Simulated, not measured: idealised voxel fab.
process module | voxel tone inversion
cross-section cut | 265 nm wide | cells 5 nm
A cross-section is a grid of square cells, given in bands from the top down. A band is one or more rows of cells.
Each band's line starts with the height of the band's top and of its bottom, in nm. Then come its materials from left to right, each with its width in nm. One material with "throughout" fills the band from edge to edge. "air" is empty space.
Height 0 is the level under which the wafer as received is all one material. The lowest band goes on downwards, as in "0 down".
A width such as "30 to 40" changes by the same amount from each row of cells to the next, from the band's top row to its bottom row.
"no change" after a step means that no cell of the cross-section changed.
closed voids: empty space of 8 cells or more with no open way to the top, each as width x height at its distance from the left edge, in nm
after a step's settings: what the simulator itself notes on the step
overlay nm, on a step with a mask: how far to the right of its planned place the mask lay; to the left if negative
plan
1 op RECEIVE | material Si
2 op CONFORMAL_DEP | material SiCN | thk nm 10
3 op DIRECTIONAL_DEP | material polySi | thk nm 25
4 op PATTERN | tone cover | mask id POSTS | material resist | width nm 25 | pitch nm 40 | thk nm 35 | overlay nm 0
5 op DIRECTIONAL_ETCH | etch materials polySi | depth nm 25
6 op STRIP | etch materials resist
7 op FILL_DEP | material SiO2 | thk nm 10
8 op CMP | height nm 35
9 op STRIP | etch materials polySi
as received, after step 1
  0 down: Si throughout
  closed voids: none
a wafer at the end: this start, this plan, one mistake
  35 to 25: SiO2 throughout
  25 to 0: SiO2 80 | polySi 25 | SiO2 15 | polySi 25 | SiO2 15 | polySi 25 | SiO2 80
  0 down: Si throughout
  closed voids: none
what went wrong: step 2 was left out
